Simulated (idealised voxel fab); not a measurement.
Name of the process module below: voxel fin reveal
It is cross-section cut that appears here, measuring 250 nm in width, its square cells being 5 nm in size.
In what follows, cross-sections appear as grids of square cells, described through bands that run from the top down, where every band is one or more rows of cells.
Band entry format. Leading values: height of top, height of bottom, nm. Remainder: materials in left-to-right order, each with its width in nm. Special words: "all across" on a single material, which then fills the band edge to edge; "blank", empty space.
Height datum 0, below which the as-received substrate wafer is one material. Lowest band open at the bottom, running downward: "0 nm and below".
So if you see something like "30->40" for the width, read it as the top row of the band sitting at the first number and the bottom row at the second, with every row in between moving by the same amount as the last.
The cross-section has no changed cell in any step marked "nothing altered".
Look at "Enclosed empty spaces" for the closed voids: empty spaces with no open path to the top, sized 8 cells or up. Each is width x height at distance, distance from the left edge, all nm.
Heads up: the bit after the settings on a step's line is the simulator's remark on that step.
What "overlay nm" on a step's line means: if the step has a mask, that mask lay this far to the right of its planned place, or, when the value is negative, to the left.
### Listed below are the process steps as planned
1,op RECEIVE | material Si
2,op CONFORMAL_DEP | material SiN | thk nm 5
3,op DIRECTIONAL_DEP | material aC | thk nm 5
4,op PATTERN | tone cover | mask id FINS | material resist | width nm 15 | pitch nm 35 | thk nm 35 | overlay nm 0
5,op DIRECTIONAL_ETCH | etch materials aC | depth nm 15
6,op STRIP | etch materials resist
7,op DIRECTIONAL_ETCH | etch materials SiN | depth nm 5
8,op DIRECTIONAL_ETCH | etch materials Si | depth nm 35
9,op STRIP | etch materials aC
10,op OXIDIZE | depth nm 5
11,op FILL_DEP | material SiO2 | thk nm 15
12,op CMP | height nm 5
13,op SELECTIVE_ETCH | etch materials SiO2 | depth nm 25
14,op STRIP | etch materials SiN
The wafers in this document start out alike and differ in the thk nm applied at step 3; the plan shows the value used for the first wafer.
### After step 1, as received: first of several wafers, cross-section
	0 nm and below  Si all across
	Enclosed empty spaces: none
### Quick look at the cross-section of the first of several wafers after step 14, which wraps up the module
	0 nm to -20 nm  blank 85 / Si 5 / blank 30 / Si 5 / blank 30 / Si 5 / blank 90
	-20 nm to -40 nm  SiO2 85 / Si 5 / SiO2 30 / Si 5 / SiO2 30 / Si 5 / SiO2 90
	-40 nm and below  Si all across
	Enclosed empty spaces: none
### Final wafer cross-section at module end
	0 nm and below  Si all across
	Enclosed empty spaces: none
### Per wafer (row), end of module: delta in cells per material since receipt, (+) for gained, (-) for lost; closed voids after that
thk nm 5, -376 Si, +188 SiO2, Enclosed empty spaces: none
thk nm 10, -376 Si, +188 SiO2, Enclosed empty spaces: none
thk nm 15, -376 Si, +188 SiO2, Enclosed empty spaces: none
thk nm 20, not even one cell of the cross-section changed, Enclosed empty spaces: none
thk nm 25, not even one cell of the cross-section changed, Enclosed empty spaces: none
thk nm 30, not even one cell of the cross-section changed, Enclosed empty spaces: none
